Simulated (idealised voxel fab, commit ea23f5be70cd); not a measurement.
This section sets out a process module, namely voxel quadruple lines.
For reference, the cross-section in this document is cut, with width 255 nm and square cells of 5 nm.
Cross-section format: a grid of square cells, given as bands from top to bottom; each band is one or more rows of cells.
Heads up on the band format: heights come first, top then bottom, in nm. After that it's the materials left to right, each with its width in nm. A single material flagged "full width" fills the whole band edge to edge, and "blank" means there's empty space there.
Where do heights start? At 0: under that level the wafer as delivered is made of one material only. And the lowest band has no floor; it just carries on downward, as in "0 down".
Note: "30->40" means the width goes from the first number (top row of the band) to the second number (bottom row) in equal steps per row of cells.
Reading "identical to before" for a step: not a cell of the cross-section changed in it.
"Internal closed voids" enumerates empty spaces isolated from the top, with no open way to it, that contain at least 8 cells, giving each as width x height at distance from the left edge, all three in nm.
Formally, on a step line, whatever follows the settings is a remark that the simulator itself makes on the step.
overlay nm, on a step with a mask: how far to the right of its planned place the mask lay; to the left if negative

### Process steps foreseen in the plan
| 1 | RECEIVE | material Si |
| 2 | CONFORMAL_DEP | material Al2O3 | thk nm 5 |
| 3 | DIRECTIONAL_DEP | material W | thk nm 15 |
| 4 | DIRECTIONAL_DEP | material polySi | thk nm 20 |
| 5 | DIRECTIONAL_DEP | material aC | thk nm 20 |
| 6 | PATTERN | tone cover | mask id MANDREL | material resist | width nm 20 | pitch nm 60 | thk nm 25 | overlay nm 0 |
| 7 | DIRECTIONAL_ETCH | etch materials aC | depth nm 20 |
| 8 | STRIP | etch materials resist |
| 9 | CONFORMAL_DEP | material SiO2 | thk nm 10 |
| 10 | DIRECTIONAL_ETCH | etch materials SiO2 | depth nm 10 |
| 11 | STRIP | etch materials aC |
| 12 | DIRECTIONAL_ETCH | etch materials polySi | depth nm 20 |
| 13 | STRIP | etch materials SiO2 |
| 14 | CONFORMAL_DEP | material SiN | thk nm 5 |
| 15 | DIRECTIONAL_ETCH | etch materials SiN | depth nm 5 |
| 16 | STRIP | etch materials polySi |
| 17 | DIRECTIONAL_ETCH | etch materials W | depth nm 15 |
| 18 | STRIP | etch materials SiN |
| 19 | FILL_DEP | material lowk | thk nm 5 |
| 20 | CMP | height nm 20 |

### As-received wafer cross-section (after step 1)
* 0 down | Si full width
* Internal closed voids: none

### Final cross-section, module run with one mistake (start and plan as above)
* 20 to 5 | polySi full width
* 5 to 0 | Al2O3 full width
* 0 down | Si full width
* Internal closed voids: none
Short version of what went wrong: order of steps 3 and 4 inverted relative to the plan
